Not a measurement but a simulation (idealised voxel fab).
process module | voxel transistor to metal
cross-section cut | 200 nm wide | cells 5 nm
A cross-section is a grid of square cells, given in bands from the top down. A band is one or more rows of cells.
Each band's line starts with the height of the band's top and of its bottom, in nm. Then come its materials from left to right, each with its width in nm. One material with "throughout" fills the band from edge to edge. "air" is empty space.
Height 0 is the level under which the wafer as received is all one material. The lowest band goes on downwards, as in "0 down".
A width such as "30 to 40" changes by the same amount from each row of cells to the next, from the band's top row to its bottom row.
"no change" after a step means that no cell of the cross-section changed.
closed voids: empty space of 8 cells or more with no open way to the top, each as width x height at its distance from the left edge, in nm
after a step's settings: what the simulator itself notes on the step
overlay nm, on a step with a mask: how far to the right of its planned place the mask lay; to the left if negative
plan
1 op RECEIVE | material Si
2 op OXIDIZE | depth nm 5
3 op CONFORMAL_DEP | material SiN | thk nm 10
4 op DIRECTIONAL_DEP | material aC | thk nm 10
5 op PATTERN | tone cover | mask id ACTIVE | material resist | width nm 115 | thk nm 30 | overlay nm 0
6 op DIRECTIONAL_ETCH | etch materials aC | depth nm 10
7 op STRIP | etch materials resist
8 op DIRECTIONAL_ETCH | etch materials SiN | depth nm 10
9 op DIRECTIONAL_ETCH | etch materials SiO2 | depth nm 5
10 op DIRECTIONAL_ETCH | etch materials Si | depth nm 20
11 op STRIP | etch materials aC
12 op OXIDIZE | depth nm 5
13 op FILL_DEP | material SiO2 | thk nm 5
14 op CMP | height nm 10
15 op SELECTIVE_ETCH | etch materials SiO2 | depth nm 5
16 op STRIP | etch materials SiN
17 op SELECTIVE_ETCH | etch materials SiO2 | depth nm 5
18 op OXIDIZE | depth nm 5
19 op DIRECTIONAL_DEP | material polySi | thk nm 25
20 op DIRECTIONAL_DEP | material SiCN | thk nm 15
21 op PATTERN | tone cover | mask id GATE | material resist | width nm 35 | thk nm 15 | overlay nm 0
22 op DIRECTIONAL_ETCH | etch materials SiCN | depth nm 25
23 op DIRECTIONAL_ETCH | etch materials polySi | depth nm 35
24 op STRIP | etch materials resist
25 op CONFORMAL_DEP | material SiN | thk nm 5
26 op DIRECTIONAL_ETCH | etch materials SiN | depth nm 5
27 op DIRECTIONAL_ETCH | etch materials SiO2 | depth nm 5
28 op DIRECTIONAL_ETCH | etch materials Si | depth nm 10
29 op EPI | material pSi | thk nm 15
30 op FILL_DEP | material SiO2 | thk nm 10
31 op CMP | height nm 20
32 op STRIP | etch materials polySi
33 op SELECTIVE_ETCH | etch materials SiO2 | depth nm 5
34 op CONFORMAL_DEP | material HfO2 | thk nm 5
35 op CONFORMAL_DEP | material TiN | thk nm 5
36 op FILL_DEP | material W | thk nm 10
37 op CMP | height nm 15
38 op DIRECTIONAL_DEP | material SiO2 | thk nm 10
39 op MASKED_ETCH | tone open | mask id CONTACT | width nm 15 | pitch nm 80 | etch materials SiO2 | depth nm 30 | overlay nm 0
40 op CONFORMAL_DEP | material TiN | thk nm 5
41 op FILL_DEP | material Ru | thk nm 10
42 op CMP | height nm 25
43 op CONFORMAL_DEP | material SiN | thk nm 5
44 op DIRECTIONAL_DEP | material SiO2 | thk nm 20
45 op MASKED_ETCH | tone open | mask id METAL_1 | width nm 15 | pitch nm 80 | etch materials SiO2 | depth nm 20 | overlay nm 0
46 op MASKED_ETCH | tone open | mask id METAL_1 | width nm 15 | pitch nm 80 | etch materials SiN | depth nm 5 | overlay nm 0
47 op CONFORMAL_DEP | material TiN | thk nm 5
48 op FILL_DEP | material Cu | thk nm 5
49 op CMP | height nm 50
50 op EPI | material Ru | thk nm 5
51 op FILL_DEP | material SiCN | thk nm 5
as received, after step 1
  0 down: Si throughout
  closed voids: none
a wafer at the end: this start, this plan, one mistake
  60 to 55: SiCN throughout
  55 to 50: SiCN 45 | Ru 25 | SiCN 55 | Ru 25 | SiCN 50
  50 to 30: SiO2 50 | Ru 5 | Cu 5 | Ru 5 | SiO2 65 | Ru 5 | Cu 5 | Ru 5 | SiO2 55
  30 to 25: SiN 50 | Ru 15 | SiN 65 | Ru 15 | SiN 55
  25 to 15: SiO2 50 | TiN 5 | Ru 5 | TiN 5 | SiO2 65 | TiN 5 | Ru 5 | TiN 5 | SiO2 55
  15 to 10: SiO2 50 | TiN 5 | Ru 5 | TiN 5 | SiO2 10 | SiN 5 | HfO2 5 | TiN 5 | W 15 | TiN 5 | HfO2 5 | SiN 5 | SiO2 10 | TiN 5 | Ru 5 | TiN 5 | SiO2 55
  10 to 5: SiO2 50 | TiN 15 | SiO2 10 | SiN 5 | HfO2 5 | TiN 5 | W 15 | TiN 5 | HfO2 5 | SiN 5 | SiO2 10 | TiN 15 | SiO2 55
  5 to 0: SiO2 50 | TiN 10 | pSi 15 | SiN 5 | HfO2 5 | TiN 5 | W 15 | TiN 5 | HfO2 5 | SiN 5 | pSi 15 | TiN 10 | SiO2 55
  0 to -5: SiO2 35 | SiN 5 | SiO2 10 | TiN 10 | pSi 15 | SiN 5 | HfO2 5 | TiN 25 | HfO2 5 | SiN 5 | pSi 15 | TiN 10 | SiO2 10 | SiN 5 | SiO2 40
  -5 to -10: SiO2 40 | pSi 35 | HfO2 45 | pSi 35 | SiO2 45
  -10 to -20: SiO2 45 | pSi 30 | Si 45 | pSi 30 | SiO2 50
  -20 to -30: SiO2 45 | Si 105 | SiO2 50
  -30 down: Si throughout
  closed voids: none
what went wrong: step 47 ran as: op CONFORMAL_DEP | material Ru | thk nm 5
